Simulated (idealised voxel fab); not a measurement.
Process module, titled voxel self aligned contacts
cross-section cut | 155 nm wide | cells 5 nm
Throughout this document, each cross-section is represented as a grid of square cells and is presented as a sequence of bands enumerated from the top downward, where a band comprises one or more rows of cells.
The band entry comprises the height of the band's top followed by the height of its bottom, expressed in nm, and subsequently the band's materials from left to right, each stated together with its width in nm. Where a single material is marked with the word "edge to edge", that material fills the band from edge to edge. The word "blank" represents empty space.
Height is counted from the level 0, under which the received wafer is composed throughout of one material. The lowest of the bands is not closed at the bottom but continues downward, in the notation "from 0 down".
The width entry "30->40" should be interpreted row by row: the top row of cells in the band takes the first number, the bottom row takes the second number, and the change between adjacent rows is uniform throughout.
What does "left unchanged" mean for a step? It means no cell of the cross-section changed in that step.
Each empty space that has no open way to the top and spans at least 8 cells appears under "Cavities, closed" as width x height at distance, the distance counted from the left edge, all in nm.
Where a step's line continues beyond its settings, the continuation is a remark by the simulator itself on that step.
overlay nm: where the mask lay relative to plan, measured to the right, on steps with a mask; negatives go left.
The planned process steps are enumerated hereunder:
- 1: RECEIVE | material Si
- 2: OXIDIZE | depth nm 5
- 3: DIRECTIONAL_DEP | material polySi | thk nm 30
- 4: DIRECTIONAL_DEP | material SiN | thk nm 25
- 5: PATTERN | tone cover | mask id GATE | material resist | width nm 25 | pitch nm 65 | thk nm 20 | overlay nm 0
- 6: DIRECTIONAL_ETCH | etch materials SiN | depth nm 25
- 7: DIRECTIONAL_ETCH | etch materials polySi | depth nm 30
- 8: STRIP | etch materials resist
- 9: CONFORMAL_DEP | material SiN | thk nm 10
- 10: DIRECTIONAL_ETCH | etch materials SiN | depth nm 10
- 11: FILL_DEP | material SiO2 | thk nm 20
- 12: CMP | height nm 55
- 13: PATTERN | tone open | mask id CONTACT | material resist | width nm 50 | thk nm 20 | overlay nm 0
- 14: DIRECTIONAL_ETCH | etch materials SiO2 | depth nm 70
- 15: STRIP | etch materials resist
- 16: CONFORMAL_DEP | material TiN | thk nm 5
- 17: FILL_DEP | material W | thk nm 5
- 18: CMP | height nm 65
- 19: CONFORMAL_DEP | material SiN | thk nm 5
The height nm used in step 12 is not the same on every wafer, whereas the starting condition is; the value printed in the plan is the first wafer's.
Received wafers, first of several: cross-section after step 1:
- from 0 down | Si edge to edge
- Cavities, closed: none
Cross-section of the first of several wafers, taken after step 19, where the module ends:
- from 70 to 65 | SiN edge to edge
- from 65 to 60 | W edge to edge
- from 60 to 55 | 70 TiN, 10 W, 75 TiN
- from 55 to 30 | 20 SiO2, 45 SiN, 5 TiN, 10 W, 5 TiN, 45 SiN, 25 SiO2
- from 30 to 0 | 20 SiO2, 10 SiN, 25 polySi, 10 SiN, 5 TiN, 10 W, 5 TiN, 10 SiN, 25 polySi, 10 SiN, 25 SiO2
- from 0 to -5 | 65 SiO2, 20 TiN, 70 SiO2
- from -5 down | Si edge to edge
- Cavities, closed: none
Cross-sectional depiction of the last of several wafers upon completion of the module:
- from 70 to 65 | SiN edge to edge
- from 65 to 55 | 50 SiO2, 5->20 TiN, 40->10 W, 5->20 TiN, 55 SiO2
- from 55 to 30 | 20 SiO2, 45 SiN, 5 TiN, 10 W, 5 TiN, 45 SiN, 25 SiO2
- from 30 to 10 | 20 SiO2, 10 SiN, 25 polySi, 10 SiN, 5 TiN, 10 W, 5 TiN, 10 SiN, 25 polySi, 10 SiN, 25 SiO2
- from 10 to 5 | 20 SiO2, 10 SiN, 25 polySi, 10 SiN, 20 TiN, 10 SiN, 25 polySi, 10 SiN, 25 SiO2
- from 5 to 0 | 20 SiO2, 10 SiN, 25 polySi, 10 SiN, 20 SiO2, 10 SiN, 25 polySi, 10 SiN, 25 SiO2
- from 0 to -5 | SiO2 edge to edge
- from -5 down | Si edge to edge
- Cavities, closed: none
Note: the following table is arranged by wafer, a row apiece. Each row reports the end-of-module state: per material, cells gained (+) or cells lost (-) compared with the wafer as received; closed voids follow:
height nm 55 | -31 Si | +169 SiN | +126 SiO2 | +55 TiN | +55 W | +60 polySi | Cavities, closed: none
height nm 60 | -31 Si | +169 SiN | +147 SiO2 | +57 TiN | +32 W | +60 polySi | Cavities, closed: none
height nm 65 | -31 Si | +169 SiN | +168 SiO2 | +36 TiN | +32 W | +60 polySi | Cavities, closed: none
height nm 70 | -31 Si | +169 SiN | +172 SiO2 | +34 TiN | +30 W | +60 polySi | Cavities, closed: none
height nm 75 | -31 Si | +169 SiN | +176 SiO2 | +32 TiN | +28 W | +60 polySi | Cavities, closed: none
